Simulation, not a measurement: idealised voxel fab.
The following is a process module called voxel ribs on slabs.
For reference, the cross-section in this document is cut, with width 270 nm and square cells of 5 nm.
How to read a cross-section here: the picture is a grid of square cells, written as bands going from the top down, and any band can span one or more rows of cells. Top height, bottom height, nm. Materials left to right, width each, nm. Single material + "edge to edge" = fills band edge to edge. "air" = empty. Zero point of the height axis is 0; under it, received wafer = one material. Lowest band: continues down indefinitely, "z 0 and below". When a width is written as two numbers, as in "30 to 40", the first number is the width in the top row of cells of the band and the second is the width in its bottom row, and the width changes by the same amount from each row to the next. "remains unaltered" means the step left every cell of the cross-section as it was. Empty spaces without an open route to the top, at least 8 cells in extent, make up the entry "Enclosed void inventory"; each is given as width x height at distance, where the distance is measured from the left edge, and all are in nm. Where a step's line continues beyond its settings, the continuation is a remark by the simulator itself on that step. overlay nm: how far to the right of its planned place the mask lay on this masked step (negative: to the left).
**List of planned process steps**
1: RECEIVE, material Si
2: DIRECTIONAL_DEP, material SiO2, thk nm 30
3: DIRECTIONAL_DEP, material polySi, thk nm 25
4: MASKED_ETCH, tone cover, mask id RIB, width nm 20, etch materials polySi, depth nm 5, overlay nm 0
5: MASKED_ETCH, tone cover, mask id SLAB, width nm 80, etch materials polySi, depth nm 20, overlay nm 0
6: FILL_DEP, material SiO2, thk nm 30
7: CMP, height nm 75
8: DIRECTIONAL_DEP, material W, thk nm 10
9: PATTERN, tone cover, mask id HEATER, material resist, width nm 30, thk nm 15, overlay nm 0
10: DIRECTIONAL_ETCH, etch materials W, depth nm 10
11: STRIP, etch materials resist
12: CONFORMAL_DEP, material SiO2, thk nm 10
**First of two wafers - as planned**
**Wafer cross-section on receipt, i.e. after step 1**
- z 0 and below  Si edge to edge
- Enclosed void inventory: none
**Upon completion of step 2, the wafer appears in cross-section as shown**
- z 30 to 0  SiO2 edge to edge
- For the remainder of the cross-section, below 0, there is no change.
**Upon completion of step 3, the wafer appears in cross-section as shown**
- z 55 to 30  polySi edge to edge
- For the remainder of the cross-section, below 30, there is no change.
**Upon completion of step 4, the wafer appears in cross-section as shown**
- z 55 to 50  125 air | 20 polySi | 125 air
- For the remainder of the cross-section, below 50, there is no change.
**Upon completion of step 5, the wafer appears in cross-section as shown**
- z 55 to 50  125 air | 20 polySi | 125 air
- z 50 to 30  95 air | 80 polySi | 95 air
- For the remainder of the cross-section, below 30, there is no change.
**Upon completion of step 6, the wafer appears in cross-section as shown**
- z 85 to 55  SiO2 edge to edge
- z 55 to 50  125 SiO2 | 20 polySi | 125 SiO2
- z 50 to 30  95 SiO2 | 80 polySi | 95 SiO2
- For the remainder of the cross-section, below 30, there is no change.
**Upon completion of step 7, the wafer appears in cross-section as shown**
- z 75 to 55  SiO2 edge to edge
- For the remainder of the cross-section, below 55, there is no change.
**Upon completion of step 8, the wafer appears in cross-section as shown**
- z 85 to 75  W edge to edge
- For the remainder of the cross-section, below 75, there is no change.
**Upon completion of step 9, the wafer appears in cross-section as shown**
- z 100 to 85  120 air | 30 resist | 120 air
- For the remainder of the cross-section, below 85, there is no change.
**Upon completion of step 10, the wafer appears in cross-section as shown**
- z 100 to 85  120 air | 30 resist | 120 air
- z 85 to 75  120 air | 30 W | 120 air
- For the remainder of the cross-section, below 75, there is no change.
**Upon completion of step 11, the wafer appears in cross-section as shown**
- z 85 to 75  120 air | 30 W | 120 air
- For the remainder of the cross-section, below 75, there is no change.
**Upon completion of step 12, the wafer appears in cross-section as shown**
- z 95 to 85  110 air | 50 SiO2 | 110 air
- z 85 to 75  120 SiO2 | 30 W | 120 SiO2
- For the remainder of the cross-section, below 75, there is no change.
**Second wafer. Start and plan as for the first. One mistake made in running. Agrees with the first up to and including step 1**
**Cross-section: second wafer, time at which step 2 was scheduled to end**
- z 30 to 0  W edge to edge
- For the remainder of the cross-section, below 0, there is no change.
**Cross-section: second wafer, time at which step 3 was scheduled to end**
- z 55 to 30  polySi edge to edge
- For the remainder of the cross-section, below 30, there is no change.
**Cross-section: second wafer, time at which step 4 was scheduled to end**
- z 55 to 50  125 air | 20 polySi | 125 air
- For the remainder of the cross-section, below 50, there is no change.
**Cross-section: second wafer, time at which step 5 was scheduled to end**
- z 55 to 50  125 air | 20 polySi | 125 air
- z 50 to 30  95 air | 80 polySi | 95 air
- For the remainder of the cross-section, below 30, there is no change.
**Cross-section: second wafer, time at which step 6 was scheduled to end**
- z 85 to 55  SiO2 edge to edge
- z 55 to 50  125 SiO2 | 20 polySi | 125 SiO2
- z 50 to 30  95 SiO2 | 80 polySi | 95 SiO2
- For the remainder of the cross-section, below 30, there is no change.
**Cross-section: second wafer, time at which step 7 was scheduled to end**
- z 75 to 55  SiO2 edge to edge
- For the remainder of the cross-section, below 55, there is no change.
**Cross-section: second wafer, time at which step 8 was scheduled to end**
- z 85 to 75  W edge to edge
- For the remainder of the cross-section, below 75, there is no change.
**Cross-section: second wafer, time at which step 9 was scheduled to end**
- z 100 to 85  120 air | 30 resist | 120 air
- For the remainder of the cross-section, below 85, there is no change.
**Cross-section: second wafer, time at which step 10 was scheduled to end**
- z 100 to 85  120 air | 30 resist | 120 air
- z 85 to 75  120 air | 30 W | 120 air
- For the remainder of the cross-section, below 75, there is no change.
**Cross-section: second wafer, time at which step 11 was scheduled to end**
- z 85 to 75  120 air | 30 W | 120 air
- For the remainder of the cross-section, below 75, there is no change.
**Cross-section: second wafer, time at which step 12 was scheduled to end**
- z 95 to 85  110 air | 50 SiO2 | 110 air
- z 85 to 75  120 SiO2 | 30 W | 120 SiO2
- For the remainder of the cross-section, below 75, there is no change.
Deviation noted in wafer processing: step 2 did not use the planned setting and instead ran as DIRECTIONAL_DEP, material W, thk nm 30
at the end the second wafer has, in cells: 324 fewer of SiO2; 324 more of W
